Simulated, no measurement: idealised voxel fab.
Process module under the name voxel self aligned contacts
cross-section cut | 205 nm wide | cells 5 nm
Cross-section format: a grid of square cells, given as bands from top to bottom; each band is one or more rows of cells.
Within each band entry, the heights of the top and of the bottom of the band appear first, in that order and in nm; the materials of the band then follow from left to right, each with its corresponding width in nm. The designation "everywhere" on a single material indicates that it fills the band from edge to edge; the designation "empty" indicates empty space.
A quick word on heights: they are counted from 0, and under that level the wafer as it came to us is one material throughout. The lowest band is different from the rest in having no bottom; it simply continues downward, written as in "z 0 and below".
It should be noted that a width expressed as "30..40" varies in equal increments from row to row of cells within the band, taking the value of the first number at the top row and that of the second number at the bottom row.
Step marked "remained the same"? Then no cell in the cross-section changed in it.
Heads up: "Closed void register" only lists the empty pockets with no open path to the top that are 8 cells or more, and it writes them as width x height at distance, distance from the left edge, in nm.
after a step's settings: what the simulator itself notes on the step
If you see "overlay nm" on a step's line and that step has a mask, it's telling you how far right of where it was planned the mask ended up; a negative number means it went left instead.
# So here's the lineup of process steps we planned
step 1: RECEIVE | material Si
step 2: OXIDIZE | depth nm 5
step 3: DIRECTIONAL_DEP | material polySi | thk nm 20
step 4: DIRECTIONAL_DEP | material SiN | thk nm 20
step 5: PATTERN | tone cover | mask id GATE | material resist | width nm 35 | pitch nm 65 | thk nm 20 | overlay nm 0
step 6: DIRECTIONAL_ETCH | etch materials SiN | depth nm 20
step 7: DIRECTIONAL_ETCH | etch materials polySi | depth nm 20
step 8: STRIP | etch materials resist
step 9: CONFORMAL_DEP | material SiN | thk nm 5
step 10: DIRECTIONAL_ETCH | etch materials SiN | depth nm 5
step 11: FILL_DEP | material SiO2 | thk nm 15
step 12: CMP | height nm 50
step 13: PATTERN | tone open | mask id CONTACT | material resist | width nm 40 | pitch nm 65 | thk nm 15 | overlay nm 0
step 14: DIRECTIONAL_ETCH | etch materials SiO2 | depth nm 55
step 15: STRIP | etch materials resist
step 16: CONFORMAL_DEP | material TiN | thk nm 5
step 17: FILL_DEP | material W | thk nm 5
step 18: CMP | height nm 50
step 19: CONFORMAL_DEP | material SiN | thk nm 5
# The first of two wafers, run as planned
# Incoming wafer, cross-sectional view, post step 1
* z 0 and below  Si everywhere
* Closed void register: none
# The wafer in cross-section once step 2 is complete
* z 0 to -5  SiO2 everywhere
* Beneath the level -5, the cross-section is identical to its previous state.
# The wafer in cross-section once step 3 is complete
* z 20 to 0  polySi everywhere
* Beneath the level 0, the cross-section is identical to its previous state.
# The wafer in cross-section once step 4 is complete
* z 40 to 20  SiN everywhere
* Beneath the level 20, the cross-section is identical to its previous state.
# The wafer in cross-section once step 5 is complete
* z 60 to 40  empty 20 nm; resist 35 nm; empty 30 nm; resist 35 nm; empty 30 nm; resist 35 nm; empty 20 nm
* Beneath the level 40, the cross-section is identical to its previous state.
# The wafer in cross-section once step 6 is complete
* z 60 to 40  empty 20 nm; resist 35 nm; empty 30 nm; resist 35 nm; empty 30 nm; resist 35 nm; empty 20 nm
* z 40 to 20  empty 20 nm; SiN 35 nm; empty 30 nm; SiN 35 nm; empty 30 nm; SiN 35 nm; empty 20 nm
* Beneath the level 20, the cross-section is identical to its previous state.
# The wafer in cross-section once step 7 is complete
* z 60 to 40  empty 20 nm; resist 35 nm; empty 30 nm; resist 35 nm; empty 30 nm; resist 35 nm; empty 20 nm
* z 40 to 20  empty 20 nm; SiN 35 nm; empty 30 nm; SiN 35 nm; empty 30 nm; SiN 35 nm; empty 20 nm
* z 20 to 0  empty 20 nm; polySi 35 nm; empty 30 nm; polySi 35 nm; empty 30 nm; polySi 35 nm; empty 20 nm
* Beneath the level 0, the cross-section is identical to its previous state.
# The wafer in cross-section once step 8 is complete
* z 40 to 20  empty 20 nm; SiN 35 nm; empty 30 nm; SiN 35 nm; empty 30 nm; SiN 35 nm; empty 20 nm
* Beneath the level 20, the cross-section is identical to its previous state.
# The wafer in cross-section once step 9 is complete
* z 45 to 20  empty 15 nm; SiN 45 nm; empty 20 nm; SiN 45 nm; empty 20 nm; SiN 45 nm; empty 15 nm
* z 20 to 5  empty 15 nm; SiN 5 nm; polySi 35 nm; SiN 5 nm; empty 20 nm; SiN 5 nm; polySi 35 nm; SiN 5 nm; empty 20 nm; SiN 5 nm; polySi 35 nm; SiN 5 nm; empty 15 nm
* z 5 to 0  SiN 20 nm; polySi 35 nm; SiN 30 nm; polySi 35 nm; SiN 30 nm; polySi 35 nm; SiN 20 nm
* Beneath the level 0, the cross-section is identical to its previous state.
# The wafer in cross-section once step 10 is complete
* z 40 to 20  empty 15 nm; SiN 45 nm; empty 20 nm; SiN 45 nm; empty 20 nm; SiN 45 nm; empty 15 nm
* z 20 to 0  empty 15 nm; SiN 5 nm; polySi 35 nm; SiN 5 nm; empty 20 nm; SiN 5 nm; polySi 35 nm; SiN 5 nm; empty 20 nm; SiN 5 nm; polySi 35 nm; SiN 5 nm; empty 15 nm
* Beneath the level 0, the cross-section is identical to its previous state.
# The wafer in cross-section once step 11 is complete
* z 55 to 40  SiO2 everywhere
* z 40 to 20  SiO2 15 nm; SiN 45 nm; SiO2 20 nm; SiN 45 nm; SiO2 20 nm; SiN 45 nm; SiO2 15 nm
* z 20 to 0  SiO2 15 nm; SiN 5 nm; polySi 35 nm; SiN 5 nm; SiO2 20 nm; SiN 5 nm; polySi 35 nm; SiN 5 nm; SiO2 20 nm; SiN 5 nm; polySi 35 nm; SiN 5 nm; SiO2 15 nm
* Beneath the level 0, the cross-section is identical to its previous state.
# The wafer in cross-section once step 12 is complete
* z 50 to 40  SiO2 everywhere
* Beneath the level 40, the cross-section is identical to its previous state.
# The wafer in cross-section once step 13 is complete
* z 65 to 50  resist 50 nm; empty 40 nm; resist 25 nm; empty 40 nm; resist 50 nm
* Beneath the level 50, the cross-section is identical to its previous state.
# The wafer in cross-section once step 14 is complete
* z 65 to 50  resist 50 nm; empty 40 nm; resist 25 nm; empty 40 nm; resist 50 nm
* z 50 to 40  SiO2 50 nm; empty 40 nm; SiO2 25 nm; empty 40 nm; SiO2 50 nm
* z 40 to 20  SiO2 15 nm; SiN 45 nm; empty 20 nm; SiN 45 nm; empty 20 nm; SiN 45 nm; SiO2 15 nm
* z 20 to 0  SiO2 15 nm; SiN 5 nm; polySi 35 nm; SiN 5 nm; empty 20 nm; SiN 5 nm; polySi 35 nm; SiN 5 nm; empty 20 nm; SiN 5 nm; polySi 35 nm; SiN 5 nm; SiO2 15 nm
* z 0 to -5  SiO2 60 nm; empty 20 nm; SiO2 45 nm; empty 20 nm; SiO2 60 nm
* Beneath the level -5, the cross-section is identical to its previous state.
# The wafer in cross-section once step 15 is complete
* z 50 to 40  SiO2 50 nm; empty 40 nm; SiO2 25 nm; empty 40 nm; SiO2 50 nm
* Beneath the level 40, the cross-section is identical to its previous state.
# The wafer in cross-section once step 16 is complete
* z 55 to 50  TiN 55 nm; empty 30 nm; TiN 35 nm; empty 30 nm; TiN 55 nm
* z 50 to 40  SiO2 50 nm; TiN 5..15 nm; empty 30..10 nm; TiN 5..15 nm; SiO2 25 nm; TiN 5..15 nm; empty 30..10 nm; TiN 5..15 nm; SiO2 50 nm
* z 40 to 20  SiO2 15 nm; SiN 45 nm; TiN 5 nm; empty 10 nm; TiN 5 nm; SiN 45 nm; TiN 5 nm; empty 10 nm; TiN 5 nm; SiN 45 nm; SiO2 15 nm
* z 20 to 0  SiO2 15 nm; SiN 5 nm; polySi 35 nm; SiN 5 nm; TiN 5 nm; empty 10 nm; TiN 5 nm; SiN 5 nm; polySi 35 nm; SiN 5 nm; TiN 5 nm; empty 10 nm; TiN 5 nm; SiN 5 nm; polySi 35 nm; SiN 5 nm; SiO2 15 nm
* z 0 to -5  SiO2 60 nm; TiN 20 nm; SiO2 45 nm; TiN 20 nm; SiO2 60 nm
* Beneath the level -5, the cross-section is identical to its previous state.
# The wafer in cross-section once step 17 is complete
* z 60 to 55  W everywhere
* z 55 to 50  TiN 55 nm; W 30 nm; TiN 35 nm; W 30 nm; TiN 55 nm
* z 50 to 40  SiO2 50 nm; TiN 5..15 nm; W 30..10 nm; TiN 5..15 nm; SiO2 25 nm; TiN 5..15 nm; W 30..10 nm; TiN 5..15 nm; SiO2 50 nm
* z 40 to 20  SiO2 15 nm; SiN 45 nm; TiN 5 nm; W 10 nm; TiN 5 nm; SiN 45 nm; TiN 5 nm; W 10 nm; TiN 5 nm; SiN 45 nm; SiO2 15 nm
* z 20 to 0  SiO2 15 nm; SiN 5 nm; polySi 35 nm; SiN 5 nm; TiN 5 nm; W 10 nm; TiN 5 nm; SiN 5 nm; polySi 35 nm; SiN 5 nm; TiN 5 nm; W 10 nm; TiN 5 nm; SiN 5 nm; polySi 35 nm; SiN 5 nm; SiO2 15 nm
* Beneath the level 0, the cross-section is identical to its previous state.
# The wafer in cross-section once step 18 is complete
* z 50 to 40  SiO2 50 nm; TiN 5..15 nm; W 30..10 nm; TiN 5..15 nm; SiO2 25 nm; TiN 5..15 nm; W 30..10 nm; TiN 5..15 nm; SiO2 50 nm
* Beneath the level 40, the cross-section is identical to its previous state.
# The wafer in cross-section once step 19 is complete
* z 55 to 50  SiN everywhere
* Beneath the level 50, the cross-section is identical to its previous state.
# It is to be noted that the second wafer proceeded from the same initial state and according to the same plan as the first, although one mistake was committed in its execution; through step 16, inclusive, the two wafers share an identical history
# Second wafer: cross-section at the scheduled end of step 17
* z 60 to 55  polySi everywhere
* z 55 to 50  TiN 55 nm; polySi 30 nm; TiN 35 nm; polySi 30 nm; TiN 55 nm
* z 50 to 40  SiO2 50 nm; TiN 5..15 nm; polySi 30..10 nm; TiN 5..15 nm; SiO2 25 nm; TiN 5..15 nm; polySi 30..10 nm; TiN 5..15 nm; SiO2 50 nm
* z 40 to 20  SiO2 15 nm; SiN 45 nm; TiN 5 nm; polySi 10 nm; TiN 5 nm; SiN 45 nm; TiN 5 nm; polySi 10 nm; TiN 5 nm; SiN 45 nm; SiO2 15 nm
* z 20 to 0  SiO2 15 nm; SiN 5 nm; polySi 35 nm; SiN 5 nm; TiN 5 nm; polySi 10 nm; TiN 5 nm; SiN 5 nm; polySi 35 nm; SiN 5 nm; TiN 5 nm; polySi 10 nm; TiN 5 nm; SiN 5 nm; polySi 35 nm; SiN 5 nm; SiO2 15 nm
* Beneath the level 0, the cross-section is identical to its previous state.
# Second wafer: cross-section at the scheduled end of step 18
* z 50 to 40  SiO2 50 nm; TiN 5..15 nm; polySi 30..10 nm; TiN 5..15 nm; SiO2 25 nm; TiN 5..15 nm; polySi 30..10 nm; TiN 5..15 nm; SiO2 50 nm
* Beneath the level 40, the cross-section is identical to its previous state.
# Second wafer: cross-section at the scheduled end of step 19
* z 55 to 50  SiN everywhere
* Beneath the level 50, the cross-section is identical to its previous state.
what went wrong: it should be noted that step 17 was executed with settings other than those planned, the operation and settings actually applied being FILL_DEP | material polySi | thk nm 5
Once processing is complete, comparing cell counts shows that the second wafer has more or fewer of certain materials than the first: W -48; polySi +48
